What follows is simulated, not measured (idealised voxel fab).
voxel spacer lines: a process module
Section shown: cut. Width: 230 nm. Cell size: 5 nm, square.
This document writes a cross-section as a grid whose cells are square, and gives it as bands, listed from the top down; one or more rows of cells form a band. Top, bottom (nm), then materials left to right with widths (nm); lone material tagged "edge to edge" fills the whole band edge to edge; "air" = empty space. Heights from 0 (as-received wafer is one material below). Bottom band endless downward, as "0 down". Read "30..40" as a graded width: first number on top, second number at the bottom, same change between each pair of neighbouring rows. "remained unchanged", as given for a step, is the statement that not any cell of the cross-section underwent a change during that step. So "Entrapped void list" is basically the list of trapped voids: any empty space of 8 cells or more that can't reach the top through an opening. They're written width x height at distance, the distance being from the left edge, and it's all nm. Step line, after settings: the simulator's comment on this step. When a step includes a mask, the "overlay nm" setting on its line states how far to the right of its planned place that mask lay, and negative values state how far to the left.
Steps planned for the process
1 RECEIVE,material Si
2 CONFORMAL_DEP,material Al2O3,thk nm 5
3 DIRECTIONAL_DEP,material SiN,thk nm 10
4 DIRECTIONAL_DEP,material polySi,thk nm 25
5 PATTERN,tone cover,mask id MANDREL,material resist,width nm 15,pitch nm 60,thk nm 35,overlay nm 0
6 DIRECTIONAL_ETCH,etch materials polySi,depth nm 25
7 STRIP,etch materials resist
8 CONFORMAL_DEP,material SiO2,thk nm 15
9 DIRECTIONAL_ETCH,etch materials SiO2,depth nm 15
10 STRIP,etch materials polySi
11 DIRECTIONAL_ETCH,etch materials SiN,depth nm 10
12 STRIP,etch materials SiO2
The first wafer of two, processed as planned
So this is the incoming wafer in cross-section - it's already been through step 1
* 0 down | Si edge to edge
* Entrapped void list: none
Wafer xsec, post step 2
* 5 to 0 | Al2O3 edge to edge
* Beneath the level 0, the cross-section is identical to its previous state.
Wafer xsec, post step 3
* 15 to 5 | SiN edge to edge
* Beneath the level 5, the cross-section is identical to its previous state.
Wafer xsec, post step 4
* 40 to 15 | polySi edge to edge
* Beneath the level 15, the cross-section is identical to its previous state.
Wafer xsec, post step 5
* 75 to 40 | air 45, resist 15, air 45, resist 15, air 45, resist 15, air 50
* Beneath the level 40, the cross-section is identical to its previous state.
Wafer xsec, post step 6
* 75 to 40 | air 45, resist 15, air 45, resist 15, air 45, resist 15, air 50
* 40 to 15 | air 45, polySi 15, air 45, polySi 15, air 45, polySi 15, air 50
* Beneath the level 15, the cross-section is identical to its previous state.
Wafer xsec, post step 7
* 40 to 15 | air 45, polySi 15, air 45, polySi 15, air 45, polySi 15, air 50
* Beneath the level 15, the cross-section is identical to its previous state.
Wafer xsec, post step 8
* 55 to 40 | air 30, SiO2 45, air 15, SiO2 45, air 15, SiO2 45, air 35
* 40 to 30 | air 30, SiO2 15, polySi 15, SiO2 15, air 15, SiO2 15, polySi 15, SiO2 15, air 15, SiO2 15, polySi 15, SiO2 15, air 35
* 30 to 15 | SiO2 45, polySi 15, SiO2 45, polySi 15, SiO2 45, polySi 15, SiO2 50
* Beneath the level 15, the cross-section is identical to its previous state.
Wafer xsec, post step 9
* 40 to 15 | air 30, SiO2 15, polySi 15, SiO2 15, air 15, SiO2 15, polySi 15, SiO2 15, air 15, SiO2 15, polySi 15, SiO2 15, air 35
* Beneath the level 15, the cross-section is identical to its previous state.
Wafer xsec, post step 10
* 40 to 15 | air 30, SiO2 15, air 15, SiO2 15, air 15, SiO2 15, air 15, SiO2 15, air 15, SiO2 15, air 15, SiO2 15, air 35
* Beneath the level 15, the cross-section is identical to its previous state.
Wafer xsec, post step 11
* 40 to 15 | air 30, SiO2 15, air 15, SiO2 15, air 15, SiO2 15, air 15, SiO2 15, air 15, SiO2 15, air 15, SiO2 15, air 35
* 15 to 5 | air 30, SiN 15, air 15, SiN 15, air 15, SiN 15, air 15, SiN 15, air 15, SiN 15, air 15, SiN 15, air 35
* Beneath the level 5, the cross-section is identical to its previous state.
Wafer xsec, post step 12
* 15 to 5 | air 30, SiN 15, air 15, SiN 15, air 15, SiN 15, air 15, SiN 15, air 15, SiN 15, air 15, SiN 15, air 35
* Beneath the level 5, the cross-section is identical to its previous state.
Second wafer, same starting state and plan as the first, one mistake in the run, identical through step 1
Cross-section of the second wafer at the time step 2 of the plan should have ended: remained unchanged
Cross-section of the second wafer at the time step 3 of the plan should have ended
* 10 to 0 | SiN edge to edge
* Beneath the level 0, the cross-section is identical to its previous state.
Cross-section of the second wafer at the time step 4 of the plan should have ended
* 35 to 10 | polySi edge to edge
* Beneath the level 10, the cross-section is identical to its previous state.
Cross-section of the second wafer at the time step 5 of the plan should have ended
* 70 to 35 | air 45, resist 15, air 45, resist 15, air 45, resist 15, air 50
* Beneath the level 35, the cross-section is identical to its previous state.
Cross-section of the second wafer at the time step 6 of the plan should have ended
* 70 to 35 | air 45, resist 15, air 45, resist 15, air 45, resist 15, air 50
* 35 to 10 | air 45, polySi 15, air 45, polySi 15, air 45, polySi 15, air 50
* Beneath the level 10, the cross-section is identical to its previous state.
Cross-section of the second wafer at the time step 7 of the plan should have ended
* 35 to 10 | air 45, polySi 15, air 45, polySi 15, air 45, polySi 15, air 50
* Beneath the level 10, the cross-section is identical to its previous state.
Cross-section of the second wafer at the time step 8 of the plan should have ended
* 50 to 35 | air 30, SiO2 45, air 15, SiO2 45, air 15, SiO2 45, air 35
* 35 to 25 | air 30, SiO2 15, polySi 15, SiO2 15, air 15, SiO2 15, polySi 15, SiO2 15, air 15, SiO2 15, polySi 15, SiO2 15, air 35
* 25 to 10 | SiO2 45, polySi 15, SiO2 45, polySi 15, SiO2 45, polySi 15, SiO2 50
* Beneath the level 10, the cross-section is identical to its previous state.
Cross-section of the second wafer at the time step 9 of the plan should have ended
* 35 to 10 | air 30, SiO2 15, polySi 15, SiO2 15, air 15, SiO2 15, polySi 15, SiO2 15, air 15, SiO2 15, polySi 15, SiO2 15, air 35
* Beneath the level 10, the cross-section is identical to its previous state.
Cross-section of the second wafer at the time step 10 of the plan should have ended
* 35 to 10 | air 30, SiO2 15, air 15, SiO2 15, air 15, SiO2 15, air 15, SiO2 15, air 15, SiO2 15, air 15, SiO2 15, air 35
* Beneath the level 10, the cross-section is identical to its previous state.
Cross-section of the second wafer at the time step 11 of the plan should have ended
* 35 to 10 | air 30, SiO2 15, air 15, SiO2 15, air 15, SiO2 15, air 15, SiO2 15, air 15, SiO2 15, air 15, SiO2 15, air 35
* 10 to 0 | air 30, SiN 15, air 15, SiN 15, air 15, SiN 15, air 15, SiN 15, air 15, SiN 15, air 15, SiN 15, air 35
* Beneath the level 0, the cross-section is identical to its previous state.
Cross-section of the second wafer at the time step 12 of the plan should have ended
* 10 to 0 | air 30, SiN 15, air 15, SiN 15, air 15, SiN 15, air 15, SiN 15, air 15, SiN 15, air 15, SiN 15, air 35
* Beneath the level 0, the cross-section is identical to its previous state.
In executing the process, a mistake was made relative to the plan: yeah, step 2 of the plan got skipped, never ran
Looking at both finished wafers in cells, the second ends up ahead of or behind the first on some materials: 46 fewer of Al2O3
